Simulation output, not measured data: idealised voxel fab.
voxel wiring stack: a process module
FYI the section here is cut, 255 nm wide, cells are 5 nm squares.
Just so we're on the same page, the cross-sections are grids of square cells, and they're listed out in bands top to bottom, each band one or more rows deep.
Band: top height; bottom height; in nm. Then, left to right: material with width in nm, for each material. "throughout": a single material spanning edge to edge. "blank": empty space.
Where do heights start? At 0: under that level the wafer as delivered is made of one material only. And the lowest band has no floor; it just carries on downward, as in "0 and below".
The width entry "30->40" should be interpreted row by row: the top row of cells in the band takes the first number, the bottom row takes the second number, and the change between adjacent rows is uniform throughout.
Take "changes: none" at face value: in the step it is given for, the cross-section changed in none of its cells.
"Sealed void list" contains a list of empty spaces, each no smaller than 8 cells and without an open way to the top, written in the form width x height at distance with the distance from the left edge and all three in nm.
Past the settings on a step's line: simulator remark, on that step.
overlay nm: where the mask lay relative to plan, measured to the right, on steps with a mask; negatives go left.
Listed below are the process steps as planned
1: RECEIVE [material Si]
2: CONFORMAL_DEP [material SiO2] [thk nm 15]
3: DIRECTIONAL_DEP [material TiN] [thk nm 5]
4: DIRECTIONAL_DEP [material Ru] [thk nm 25]
5: MASKED_ETCH [tone cover] [mask id METAL_1] [width nm 25] [pitch nm 40] [etch materials Ru] [depth nm 25] [overlay nm 0]
6: MASKED_ETCH [tone cover] [mask id METAL_1] [width nm 25] [pitch nm 40] [etch materials TiN] [depth nm 5] [overlay nm 0]
7: FILL_DEP [material SiO2] [thk nm 10]
8: CMP [height nm 45]
9: CONFORMAL_DEP [material SiCN] [thk nm 5]
10: DIRECTIONAL_DEP [material lowk] [thk nm 15]
11: PATTERN [tone open] [mask id PLUG_1] [material resist] [width nm 15] [pitch nm 40] [thk nm 15] [overlay nm 0]
12: DIRECTIONAL_ETCH [etch materials lowk] [depth nm 15]
13: DIRECTIONAL_ETCH [etch materials SiCN] [depth nm 5]
14: STRIP [etch materials resist]
15: EPI [material Ru] [thk nm 10]
16: EPI [material Ru] [thk nm 10]
17: DIRECTIONAL_DEP [material TiN] [thk nm 5]
18: DIRECTIONAL_DEP [material Ru] [thk nm 20]
19: PATTERN [tone cover] [mask id METAL_2] [material resist] [width nm 25] [pitch nm 40] [thk nm 20] [overlay nm 0]
20: DIRECTIONAL_ETCH [etch materials Ru] [depth nm 20]
21: DIRECTIONAL_ETCH [etch materials TiN] [depth nm 5]
22: STRIP [etch materials resist]
23: FILL_DEP [material lowk] [thk nm 10]
24: CMP [height nm 90]
25: CONFORMAL_DEP [material SiN] [thk nm 5]
Incoming wafer in cross-section (state: after step 1)
  0 and below: Si throughout
  Sealed void list: none
As-planned run: cross-section of the first of two wafers at end of module
  95 down to 90: SiN throughout
  90 down to 70: lowk (95), Ru (25), lowk (15), Ru (25), lowk (95)
  70 down to 65: lowk (95), TiN (25), lowk (15), TiN (25), lowk (95)
  65 down to 50: lowk (95), Ru (15), lowk (25), Ru (15), lowk (105)
  50 down to 45: SiCN (95), Ru (15), SiCN (25), Ru (15), SiCN (105)
  45 down to 20: SiO2 (95), Ru (25), SiO2 (15), Ru (25), SiO2 (95)
  20 down to 15: SiO2 (95), TiN (25), SiO2 (15), TiN (25), SiO2 (95)
  15 down to 0: SiO2 throughout
  0 and below: Si throughout
  Sealed void list: none
So this is wafer number two of the two, cut at the end of the module - it started where the first did and had the same plan, we just got one thing wrong running it
  95 down to 90: SiN throughout
  90 down to 70: lowk (95), Ru (25), lowk (15), Ru (25), lowk (95)
  70 down to 65: lowk (95), TiN (25), lowk (15), TiN (25), lowk (95)
  65 down to 50: lowk (110), Ru (25), lowk (15), Ru (30), lowk (75)
  50 down to 45: lowk (95), SiCN (15), Ru (25), SiCN (15), Ru (30), lowk (75)
  45 down to 20: SiO2 (95), Ru (25), SiO2 (15), Ru (25), SiO2 (95)
  20 down to 15: SiO2 (95), TiN (25), SiO2 (15), TiN (25), SiO2 (95)
  15 down to 0: SiO2 throughout
  0 and below: Si throughout
  Sealed void list: none
Where did the run depart from the plan? step 11 was not run as planned; what actually ran was PATTERN [tone cover] [mask id PLUG_1] [material resist] [width nm 15] [pitch nm 40] [thk nm 15] [overlay nm 0]
The closing comparison, in cells, has the second wafer with more or fewer of some materials than the first: Ru +20 | SiCN -39 | lowk +19
